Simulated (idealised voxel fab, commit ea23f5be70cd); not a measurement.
The following process module bears the name voxel tone inversion.
Xsec cut, 270 nm wide, square cell size 5 nm.
Bands, listed from the top down, are how a cross-section gets written in this document; the cross-section itself is a grid of square cells, and a band is one or more rows of them. Band entry format. Leading values: height of top, height of bottom, nm. Remainder: materials in left-to-right order, each with its width in nm. Special words: "everywhere" on a single material, which then fills the band edge to edge; "blank", empty space. Zero point of the height axis is 0; under it, received wafer = one material. Lowest band: continues down indefinitely, "z 0 and below". Width spec "30..40" -> top row of cells at first value, bottom row at second value, equal per-row change in between. Any step labelled "all unchanged" changed none of the cells in the cross-section. Entry "Sealed void inventory". Content: empty spaces with no open connection to the top, size 8 cells or greater. Each: width x height at distance. Distance: from left edge. Unit: nm. Step line, after settings: the simulator's comment on this step. A step line may carry the setting "overlay nm", which, for steps involving a mask, states the distance by which the mask lay to the right of its intended position; negative values denote displacement to the left.
### The following list gives the planned process steps
1. RECEIVE [material Si]
2. CONFORMAL_DEP [material SiCN] [thk nm 5]
3. DIRECTIONAL_DEP [material aC] [thk nm 20]
4. PATTERN [tone cover] [mask id POSTS] [material resist] [width nm 20] [pitch nm 50] [thk nm 30] [overlay nm 0]
5. DIRECTIONAL_ETCH [etch materials aC] [depth nm 20]
6. STRIP [etch materials resist]
7. FILL_DEP [material lowk] [thk nm 5]
8. CMP [height nm 25]
9. STRIP [etch materials aC]
10. CONFORMAL_DEP [material TiN] [thk nm 5]
11. FILL_DEP [material Ru] [thk nm 5]
12. CMP [height nm 25]
13. CONFORMAL_DEP [material SiN] [thk nm 5]
### Cross-section of the wafer at receipt, which is the condition after step 1
> z 0 and below: Si everywhere
> Sealed void inventory: none
### Cross-section, first of two wafers, end of module, run as planned
> z 30 to 25: SiN everywhere
> z 25 to 10: lowk: 100  TiN: 5  Ru: 10  TiN: 5  lowk: 30  TiN: 5  Ru: 10  TiN: 5  lowk: 100
> z 10 to 5: lowk: 100  TiN: 20  lowk: 30  TiN: 20  lowk: 100
> z 5 to 0: SiCN everywhere
> z 0 and below: Si everywhere
> Sealed void inventory: none
### Here's the second of our two wafers sectioned at module end. Same start as the first, same plan, but one mistake got made running it
> z 30 to 25: SiN everywhere
> z 25 to 20: SiCN everywhere
> z 20 to 0: aC everywhere
> z 0 and below: Si everywhere
> Sealed void inventory: none
Plan not followed: swap of plan steps 2 and 3 during execution
End check, counted in cells, second wafer has more or fewer of these materials than the first: Ru: 12 fewer; TiN: 20 fewer; aC: 216 more; lowk: 184 fewer
